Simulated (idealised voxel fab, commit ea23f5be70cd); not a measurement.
The name of this process module is voxel self aligned contacts.
In the cross-section labelled cut, the width is 290 nm and each square cell is 5 nm.
Heads up, the way a cross-section reads in here is a grid of square cells, handed over as bands from the top down, with every band being one or more rows of cells.
What a band's entry tells you: where the top is and where the bottom is, as heights in nm, and after that what lies inside, material by material from left to right, each with its width in nm. Empty space is written as the word "blank", and a single material marked with the word "everywhere" occupies the band from edge to edge.
It should be noted that heights are counted from 0, beneath which the wafer as supplied is of one material throughout, and that the lowest band possesses no lower boundary but continues downward, as written in "0..down".
The notation "30 to 40" denotes a width that varies across the rows of cells in the band, beginning at the first number in the top row, finishing at the second number in the bottom row, and changing by an identical amount from each row to the next.
Key: "no change" - step with no changed cell in the cross-section.
Heads up: "Catalogued sealed voids" only lists the empty pockets with no open path to the top that are 8 cells or more, and it writes them as width x height at distance, distance from the left edge, in nm.
after a step's settings: what the simulator itself notes on the step
overlay nm: on a step with a mask, how far right of its planned place the mask lay; negative means left.

Planned step list for the process:
| 1 | op RECEIVE | material Si |
| 2 | op OXIDIZE | depth nm 5 |
| 3 | op DIRECTIONAL_DEP | material polySi | thk nm 25 |
| 4 | op DIRECTIONAL_DEP | material SiN | thk nm 20 |
| 5 | op DIRECTIONAL_DEP | material aC | thk nm 15 |
| 6 | op PATTERN | tone cover | mask id GATE | material resist | width nm 25 | pitch nm 70 | thk nm 30 | overlay nm 0 |
| 7 | op DIRECTIONAL_ETCH | etch materials aC | depth nm 15 |
| 8 | op STRIP | etch materials resist |
| 9 | op DIRECTIONAL_ETCH | etch materials SiN | depth nm 20 |
| 10 | op DIRECTIONAL_ETCH | etch materials polySi | depth nm 25 |
| 11 | op STRIP | etch materials aC |
| 12 | op CONFORMAL_DEP | material SiN | thk nm 10 |
| 13 | op DIRECTIONAL_ETCH | etch materials SiN | depth nm 10 |
| 14 | op FILL_DEP | material SiO2 | thk nm 20 |
| 15 | op CMP | height nm 55 |
| 16 | op MASKED_ETCH | tone open | mask id CONTACT | width nm 55 | etch materials SiO2 | depth nm 60 | overlay nm 0 |
| 17 | op CONFORMAL_DEP | material TiN | thk nm 5 |
| 18 | op FILL_DEP | material W | thk nm 10 |
| 19 | op CMP | height nm 55 |
| 20 | op CONFORMAL_DEP | material SiN | thk nm 5 |

This is the cross-section of the wafer as we received it, i.e. after step 1:
  0..down | Si everywhere
  Catalogued sealed voids: none

Starting wafer: above. Plan: above. Run: one mistake. Cross-section after the module: below:
  60..55 | SiN everywhere
  55..45 | 115 SiO2  5 to 20 TiN  45 to 15 W  5 to 20 TiN  120 SiO2
  45..25 | 85 SiO2  45 SiN  5 TiN  15 W  5 TiN  45 SiN  90 SiO2
  25..5 | 85 SiO2  10 SiN  25 polySi  10 SiN  5 TiN  15 W  5 TiN  10 SiN  25 polySi  10 SiN  90 SiO2
  5..0 | 85 SiO2  10 SiN  25 polySi  10 SiN  25 TiN  10 SiN  25 polySi  10 SiN  90 SiO2
  0..down | Si everywhere
  Catalogued sealed voids: none
Deviation from plan: plan step 2 skipped
